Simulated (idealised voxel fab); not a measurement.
This is a process module. Its name is voxel wiring stack.
Square cell edge 5 nm, section width 160 nm, ID cut.
Cross-section layout: square cells on a grid; listed as bands, top to bottom; a band spans one or more cell rows.
Look at the band entry: it leads with the top's height and the bottom's height in nm. Then it lists the materials left to right, with a width in nm for each. The word "edge to edge" on a single material says that material fills the band edge to edge. The word "empty" is empty space.
Zero point of the height axis is 0; under it, received wafer = one material. Lowest band: continues down indefinitely, "0 -> down".
Width: "30->40" (first number = top row, second number = bottom row, same change from row to row of cells).
Step marked "remained unchanged"? Then no cell in the cross-section changed in it.
Empty spaces without an open route to the top, at least 8 cells in extent, make up the entry "Enclosed internal cavities"; each is given as width x height at distance, where the distance is measured from the left edge, and all are in nm.
It should be noted that, on the line of a given step, the content following the step's settings is a remark produced by the simulator itself with respect to that step.
A step's line can hold "overlay nm"; with a mask on that step, the setting says how far right of the planned place the mask lay, while a negative setting says it lay to the left.

THE FOLLOWING LIST GIVES THE PLANNED PROCESS STEPS
1,RECEIVE, material Si
2,CONFORMAL_DEP, material SiO2, thk nm 15
3,CONFORMAL_DEP, material SiCN, thk nm 5
4,DIRECTIONAL_DEP, material lowk, thk nm 20
5,DIRECTIONAL_DEP, material aC, thk nm 15
6,PATTERN, tone open, mask id METAL_1, material resist, width nm 25, pitch nm 45, thk nm 30, overlay nm 0
7,DIRECTIONAL_ETCH, etch materials aC, depth nm 15
8,STRIP, etch materials resist
9,DIRECTIONAL_ETCH, etch materials lowk, depth nm 20
10,DIRECTIONAL_ETCH, etch materials SiCN, depth nm 5
11,STRIP, etch materials aC
12,CONFORMAL_DEP, material TiN, thk nm 5
13,FILL_DEP, material Cu, thk nm 5
14,CMP, height nm 40
15,CONFORMAL_DEP, material SiCN, thk nm 5
16,DIRECTIONAL_DEP, material lowk, thk nm 15
17,MASKED_ETCH, tone open, mask id PLUG_1, width nm 15, pitch nm 45, etch materials lowk, depth nm 15, overlay nm 0
18,MASKED_ETCH, tone open, mask id PLUG_1, width nm 15, pitch nm 45, etch materials SiCN, depth nm 5, overlay nm 0
19,EPI, material Ru, thk nm 10
20,EPI, material Ru, thk nm 10
21,CONFORMAL_DEP, material SiCN, thk nm 5
22,DIRECTIONAL_DEP, material SiO2, thk nm 20
23,PATTERN, tone open, mask id METAL_2, material resist, width nm 25, pitch nm 45, thk nm 15, overlay nm 0
24,DIRECTIONAL_ETCH, etch materials SiO2, depth nm 20
25,DIRECTIONAL_ETCH, etch materials SiCN, depth nm 5
26,STRIP, etch materials resist
27,CONFORMAL_DEP, material TiN, thk nm 5
28,FILL_DEP, material W, thk nm 10
29,CMP, height nm 85
30,CONFORMAL_DEP, material SiCN, thk nm 5
31,DIRECTIONAL_DEP, material SiO2, thk nm 35
32,PATTERN, tone open, mask id METAL_3_HOLES, material resist, width nm 15, pitch nm 45, thk nm 20, overlay nm 0
33,DIRECTIONAL_ETCH, etch materials SiO2, depth nm 35
34,STRIP, etch materials resist
35,DIRECTIONAL_DEP, material aC, thk nm 10
36,PATTERN, tone open, mask id METAL_3, material resist, width nm 25, pitch nm 45, thk nm 30, overlay nm 0
37,DIRECTIONAL_ETCH, etch materials aC, depth nm 10
38,STRIP, etch materials resist
39,DIRECTIONAL_ETCH, etch materials SiO2, depth nm 20
40,DIRECTIONAL_ETCH, etch materials SiCN, depth nm 5
41,STRIP, etch materials aC
42,CONFORMAL_DEP, material TiN, thk nm 5
43,FILL_DEP, material Cu, thk nm 10
44,CMP, height nm 125
45,CONFORMAL_DEP, material SiCN, thk nm 5
46,DIRECTIONAL_DEP, material SiO2, thk nm 10
47,PATTERN, tone open, mask id PLUG_3, material resist, width nm 15, pitch nm 45, thk nm 15, overlay nm 0
48,DIRECTIONAL_ETCH, etch materials SiO2, depth nm 10
49,DIRECTIONAL_ETCH, etch materials SiCN, depth nm 5
50,STRIP, etch materials resist
51,EPI, material Ru, thk nm 10
52,EPI, material Ru, thk nm 5
53,DIRECTIONAL_DEP, material TiN, thk nm 5
54,DIRECTIONAL_DEP, material Ru, thk nm 20
55,PATTERN, tone cover, mask id METAL_4, material resist, width nm 25, pitch nm 45, thk nm 15, overlay nm 0
56,DIRECTIONAL_ETCH, etch materials Ru, depth nm 20
57,DIRECTIONAL_ETCH, etch materials TiN, depth nm 5
58,STRIP, etch materials resist
59,CONFORMAL_DEP, material SiN, thk nm 5
60,FILL_DEP, material lowk, thk nm 10
61,CMP, height nm 165
62,CONFORMAL_DEP, material SiCN, thk nm 5

CROSS-SECTIONAL VIEW OF THE WAFER IN ITS AS-RECEIVED CONDITION, CORRESPONDING TO THE STATE AFTER STEP 1
	0 -> down  Si edge to edge
	Enclosed internal cavities: none

THIS IS HOW THE WAFER LOOKS IN CROSS-SECTION ONCE THE MODULE IS DONE, GIVEN THE STARTING STATE AND PLAN ABOVE AND ONE MISTAKE IN CARRYING THE PLAN OUT
	170 -> 165  SiCN edge to edge
	165 -> 145  lowk (40) / SiN (5) / Ru (25) / SiN (5) / lowk (10) / SiN (5) / Ru (25) / SiN (5) / lowk (40)
	145 -> 140  SiN (45) / TiN (25) / SiN (20) / TiN (25) / SiN (45)
	140 -> 130  SiO2 (45) / Ru (15) / SiO2 (30) / Ru (15) / SiO2 (55)
	130 -> 125  SiCN (45) / Ru (15) / SiCN (30) / Ru (15) / SiCN (55)
	125 -> 110  SiO2 (45) / TiN (5) / Cu (15) / TiN (5) / SiO2 (20) / TiN (5) / Cu (15) / TiN (5) / SiO2 (45)
	110 -> 105  SiO2 (45) / TiN (5) / Cu (5) / TiN (15) / SiO2 (20) / TiN (5) / Cu (5) / TiN (15) / SiO2 (45)
	105 -> 90  SiO2 (45) / TiN (5) / Cu (5) / TiN (5) / SiO2 (30) / TiN (5) / Cu (5) / TiN (5) / SiO2 (55)
	90 -> 85  SiCN (45) / TiN (15) / SiCN (30) / TiN (15) / SiCN (55)
	85 -> 65  SiO2 (45) / TiN (5) / W (15) / TiN (5) / SiO2 (20) / TiN (5) / W (15) / TiN (5) / SiO2 (45)
	65 -> 60  SiCN (45) / TiN (25) / SiCN (20) / TiN (25) / SiCN (45)
	60 -> 45  lowk (45) / Ru (15) / lowk (30) / Ru (15) / lowk (55)
	45 -> 40  SiCN (45) / Ru (15) / SiCN (30) / Ru (15) / SiCN (55)
	40 -> 30  lowk (45) / TiN (5) / Cu (15) / TiN (5) / lowk (20) / TiN (5) / Cu (15) / TiN (5) / lowk (45)
	30 -> 25  SiCN (45) / TiN (25) / SiCN (20) / TiN (25) / SiCN (45)
	25 -> 0  SiO2 edge to edge
	0 -> down  Si edge to edge
	Enclosed internal cavities: none
Against the plan, the run slipped here: it should be noted that step 2 was executed with settings other than those planned, the operation and settings actually applied being CONFORMAL_DEP, material SiO2, thk nm 25
